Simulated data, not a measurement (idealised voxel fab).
process module | voxel fin reveal
cross-section cut | 275 nm wide | cells 5 nm
A cross-section is a grid of square cells, given in bands from the top down. A band is one or more rows of cells.
Each band's line starts with the height of the band's top and of its bottom, in nm. Then come its materials from left to right, each with its width in nm. One material with "throughout" fills the band from edge to edge. "air" is empty space.
Height 0 is the level under which the wafer as received is all one material. The lowest band goes on downwards, as in "0 down".
A width such as "30 to 40" changes by the same amount from each row of cells to the next, from the band's top row to its bottom row.
"no change" after a step means that no cell of the cross-section changed.
closed voids: empty space of 8 cells or more with no open way to the top, each as width x height at its distance from the left edge, in nm
after a step's settings: what the simulator itself notes on the step
overlay nm, on a step with a mask: how far to the right of its planned place the mask lay; to the left if negative
plan
1 op RECEIVE | material Si
2 op CONFORMAL_DEP | material SiN | thk nm 10
3 op MASKED_ETCH | tone cover | mask id FINS | width nm 15 | pitch nm 40 | etch materials SiN | depth nm 10 | overlay nm 0
4 op MASKED_ETCH | tone cover | mask id FINS | width nm 15 | pitch nm 40 | etch materials Si | depth nm 30 | overlay nm 0
5 op FILL_DEP | material SiO2 | thk nm 15
6 op CMP | height nm 10
7 op SELECTIVE_ETCH | etch materials SiO2 | depth nm 20
8 op STRIP | etch materials SiN
as received, after step 1
  0 down: Si throughout
  closed voids: none
first wafer at the end, as planned
  0 to -10: air 70 | Si 15 | air 25 | Si 15 | air 25 | Si 15 | air 25 | Si 15 | air 70
  -10 to -30: SiO2 70 | Si 15 | SiO2 25 | Si 15 | SiO2 25 | Si 15 | SiO2 25 | Si 15 | SiO2 70
  -30 down: Si throughout
  closed voids: none
second wafer at the end: like start, like plan, one mistake
  0 to -10: air 70 | Si 15 | air 25 | Si 15 | air 25 | Si 15 | air 25 | Si 15 | air 70
  -10 to -20: SiO2 50 | air 20 | Si 15 | air 25 | Si 15 | air 25 | Si 15 | air 25 | Si 15 | air 20 | SiO2 50
  -20 to -30: SiO2 70 | Si 15 | SiO2 25 | Si 15 | SiO2 25 | Si 15 | SiO2 25 | Si 15 | SiO2 70
  -30 down: Si throughout
  closed voids: none
what went wrong: steps 7 and 8 were swapped
at the end the second wafer has, in cells: 46 fewer of SiO2
